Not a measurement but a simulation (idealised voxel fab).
Presented below is a process module, voxel air gaps.
Cross-section cut spans 190 nm and uses square cells 5 nm in size.
Cross-section, as written here: a square-cell grid given band by band from the top down, where a band holds one or more rows of cells.
Heights first: top, then bottom, in nm. Then materials, left to right, each with a width in nm. "everywhere" on a single material: fills the band edge to edge. "empty": empty space.
Zero point of the height axis is 0; under it, received wafer = one material. Lowest band: continues down indefinitely, "z 0 and below".
With a width like "30->40", each row of cells in the band differs from the next by the same amount, the top row carrying the first number and the bottom row the second.
No cell of the cross-section changed in a step that is given as "all unchanged".
Each empty space that has no open way to the top and spans at least 8 cells appears under "Closed void table" as width x height at distance, the distance counted from the left edge, all in nm.
Where a step's line continues beyond its settings, the continuation is a remark by the simulator itself on that step.
overlay nm: step with mask; distance mask lay right of planned place; negative value = left of planned place.

List of planned process steps:
1) RECEIVE,material Si
2) CONFORMAL_DEP,material SiO2,thk nm 15
3) CONFORMAL_DEP,material SiCN,thk nm 5
4) DIRECTIONAL_DEP,material SiO2,thk nm 30
5) PATTERN,tone open,mask id LINES,material resist,width nm 15,pitch nm 45,thk nm 20,overlay nm 0
6) DIRECTIONAL_ETCH,etch materials SiO2,depth nm 30
7) STRIP,etch materials resist
8) CONFORMAL_DEP,material TiN,thk nm 5
9) FILL_DEP,material W,thk nm 5
10) CMP,height nm 50
11) EPI,material Ru,thk nm 10
12) SELECTIVE_ETCH,etch materials SiO2,depth nm 40
13) CONFORMAL_DEP,material SiCN,thk nm 5

Wafer cross-section on receipt, i.e. after step 1:
z 0 and below  Si everywhere
Closed void table: none

First wafer at the end, as planned:
z 65 to 60  25 nm empty, then 135 nm SiCN, then 30 nm empty
z 60 to 50  25 nm empty, then 5 nm SiCN, then 35 nm Ru, then 10 nm SiCN, then 35 nm Ru, then 10 nm SiCN, then 35 nm Ru, then 5 nm SiCN, then 30 nm empty
z 50 to 45  25 nm empty, then 15 nm SiCN, then 5 nm TiN, then 5 nm W, then 5 nm TiN, then 30 nm SiCN, then 5 nm TiN, then 5 nm W, then 5 nm TiN, then 30 nm SiCN, then 5 nm TiN, then 5 nm W, then 5 nm TiN, then 15 nm SiCN, then 30 nm empty
z 45 to 25  35 nm empty, then 5 nm SiCN, then 5 nm TiN, then 5 nm W, then 5 nm TiN, then 5 nm SiCN, then 20 nm empty, then 5 nm SiCN, then 5 nm TiN, then 5 nm W, then 5 nm TiN, then 5 nm SiCN, then 20 nm empty, then 5 nm SiCN, then 5 nm TiN, then 5 nm W, then 5 nm TiN, then 5 nm SiCN, then 40 nm empty
z 25 to 20  40 nm SiCN, then 15 nm TiN, then 30 nm SiCN, then 15 nm TiN, then 30 nm SiCN, then 15 nm TiN, then 45 nm SiCN
z 20 to 15  SiCN everywhere
z 15 to 0  SiO2 everywhere
z 0 and below  Si everywhere
Closed void table: 20 x 20 at 60; 20 x 20 at 105

Cross-sectional view of the second of two wafers upon completion of the module. This wafer shared its starting condition and process plan with the first; one error was made during its execution:
z 65 to 60  SiCN everywhere
z 60 to 50  Ru everywhere
z 50 to 45  45 nm TiN, then 5 nm W, then 40 nm TiN, then 5 nm W, then 40 nm TiN, then 5 nm W, then 50 nm TiN
z 45 to 20  40 nm SiO2, then 5 nm TiN, then 5 nm W, then 5 nm TiN, then 30 nm SiO2, then 5 nm TiN, then 5 nm W, then 5 nm TiN, then 30 nm SiO2, then 5 nm TiN, then 5 nm W, then 5 nm TiN, then 45 nm SiO2
z 20 to 15  40 nm SiO2, then 15 nm TiN, then 30 nm SiO2, then 15 nm TiN, then 30 nm SiO2, then 15 nm TiN, then 45 nm SiO2
z 15 to 0  SiO2 everywhere
z 0 and below  Si everywhere
Closed void table: none
Which mistake was made when the wafer was run? the run left out plan step 3 entirely, so it was never executed
Count the cells at the end and the second wafer has more or fewer of some materials than the first: +34 Ru | -110 SiCN | +174 SiO2 | +35 TiN | +3 W
Final closed voids: first wafer 2, second wafer 0.
